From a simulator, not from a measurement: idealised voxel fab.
A process module follows: voxel plated lines.
We display cut, a cross-section 225 nm in width whose square cells are each 5 nm.
Cross-section, as written here: a square-cell grid given band by band from the top down, where a band holds one or more rows of cells.
Read a band's entry like this: the first values are the height of its top and the height of its bottom in nm, and what follows is the sequence of materials from left to right, each with its width in nm. Note that "empty" is empty space, and that a single material marked "throughout" reaches across the band from edge to edge.
Note: height 0 marks the level under which the wafer is uniformly one material as received. Lowest band unbounded below, written "0 -> down".
The notation "30->40" denotes a width that varies across the rows of cells in the band, beginning at the first number in the top row, finishing at the second number in the bottom row, and changing by an identical amount from each row to the next.
"no change occurred" -> step changed no cross-section cell.
Catalogued sealed voids: empty space of 8 cells or more with no open way to the top, each as width x height at its distance from the left edge, in nm
Text after the settings on a step's line: the simulator's own remark on that step.
overlay nm: mask offset rightward from planned place, masked step; negative means leftward offset.
# The process steps that were planned are listed below
| 1 | RECEIVE [material Si] |
| 2 | CONFORMAL_DEP [material Al2O3] [thk nm 15] |
| 3 | DIRECTIONAL_DEP [material TiN] [thk nm 5] |
| 4 | PATTERN [tone open] [mask id LINES] [material resist] [width nm 20] [pitch nm 45] [thk nm 30] [overlay nm 0] |
| 5 | EPI [material Ru] [thk nm 5] |
| 6 | EPI [material Ru] [thk nm 10] |
| 7 | STRIP [etch materials resist] |
| 8 | DIRECTIONAL_ETCH [etch materials TiN] [depth nm 5] |
| 9 | CONFORMAL_DEP [material SiN] [thk nm 5] |
# Cross-section, incoming material, after step 1
> 0 -> down = Si throughout
> Catalogued sealed voids: none
# The first of the two wafers as seen in cross-section once the module was finished; processing followed the plan
> 40 -> 35 = 30 nm empty  30 nm SiN  15 nm empty  30 nm SiN  15 nm empty  30 nm SiN  15 nm empty  30 nm SiN  30 nm empty
> 35 -> 20 = 30 nm empty  5 nm SiN  20 nm Ru  5 nm SiN  15 nm empty  5 nm SiN  20 nm Ru  5 nm SiN  15 nm empty  5 nm SiN  20 nm Ru  5 nm SiN  15 nm empty  5 nm SiN  20 nm Ru  5 nm SiN  30 nm empty
> 20 -> 15 = 35 nm SiN  20 nm TiN  25 nm SiN  20 nm TiN  25 nm SiN  20 nm TiN  25 nm SiN  20 nm TiN  35 nm SiN
> 15 -> 0 = Al2O3 throughout
> 0 -> down = Si throughout
> Catalogued sealed voids: none
# So this is wafer number two of the two, cut at the end of the module - it started where the first did and had the same plan, we just got one thing wrong running it
> 40 -> 35 = 30 nm empty  30 nm SiN  15 nm empty  30 nm SiN  15 nm empty  30 nm SiN  15 nm empty  30 nm SiN  30 nm empty
> 35 -> 20 = 30 nm empty  5 nm SiN  20 nm Ru  5 nm SiN  15 nm empty  5 nm SiN  20 nm Ru  5 nm SiN  15 nm empty  5 nm SiN  20 nm Ru  5 nm SiN  15 nm empty  5 nm SiN  20 nm Ru  5 nm SiN  30 nm empty
> 20 -> 15 = 35 nm SiN  20 nm TiN  25 nm SiN  20 nm TiN  25 nm SiN  20 nm TiN  25 nm SiN  20 nm TiN  35 nm SiN
> 15 -> 0 = TiN throughout
> 0 -> down = Si throughout
> Catalogued sealed voids: none
What went wrong in running the wafer? heads up, step 2 didn't go per plan, it actually ran as CONFORMAL_DEP [material TiN] [thk nm 15]
In the final state, the cell counts of the second wafer exceed or fall short of those of the first for the following materials: Al2O3: 135 fewer, TiN: 135 more
